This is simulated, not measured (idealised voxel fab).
Module name: voxel double patterning (process module)
FYI the section here is cut, 175 nm wide, cells are 5 nm squares.
Each cross-section below is a grid of square cells, stated as bands in top-down order, with one or more rows of cells making up each band. For a band, the entry starts with two heights in nm, that of the top and then that of the bottom, and carries on with the band's materials in order from left to right, each alongside its width in nm; the word "full width" beside a single material means it fills the band edge to edge, and "empty" means empty space. Heights from 0 (as-received wafer is one material below). Bottom band endless downward, as "0 down". Width: "30 to 40" (first number = top row, second number = bottom row, same change from row to row of cells). "no change" after a step means that no cell of the cross-section changed. For the entry "Unvented internal voids", the listed items are empty spaces with no open way to the top whose size is 8 cells or more; each item follows the pattern width x height at distance, where distance is from the left edge and all three are in nm. On a step's line, text after the settings is the simulator commenting on that step. Each step line may optionally specify "overlay nm", which for a step with a mask gives the rightward distance between the mask's planned place and where it lay, a negative value indicating the leftward direction.

### Process steps (planned)
1) op RECEIVE | material Si
2) op CONFORMAL_DEP | material SiN | thk nm 10
3) op DIRECTIONAL_DEP | material SiO2 | thk nm 20
4) op DIRECTIONAL_DEP | material SiCN | thk nm 10
5) op MASKED_ETCH | tone open | mask id FIRST | width nm 15 | pitch nm 50 | etch materials SiCN | depth nm 10 | overlay nm 0
6) op DIRECTIONAL_DEP | material aC | thk nm 15
7) op PATTERN | tone open | mask id SECOND | material resist | width nm 15 | thk nm 35 | overlay nm 0
8) op DIRECTIONAL_ETCH | etch materials aC | depth nm 15
9) op STRIP | etch materials resist
10) op DIRECTIONAL_ETCH | etch materials SiCN | depth nm 10
11) op STRIP | etch materials aC
12) op DIRECTIONAL_ETCH | etch materials SiO2 | depth nm 20
13) op STRIP | etch materials SiCN
Wafer-to-wafer difference: width nm, step 5. Common start. Plan = first wafer's value.

### The as-received cross-section of the first of several wafers corresponds to the state after step 1
- 0 down = Si full width
- Unvented internal voids: none

### Gained (+) or lost (-) cells of each material since receipt, then closed voids: one row per wafer, at the end of the module
width nm 15, +70 SiN, +104 SiO2, Unvented internal voids: none
width nm 20, +70 SiN, +96 SiO2, Unvented internal voids: none
width nm 25, +70 SiN, +88 SiO2, Unvented internal voids: none
width nm 30, +70 SiN, +80 SiO2, Unvented internal voids: none
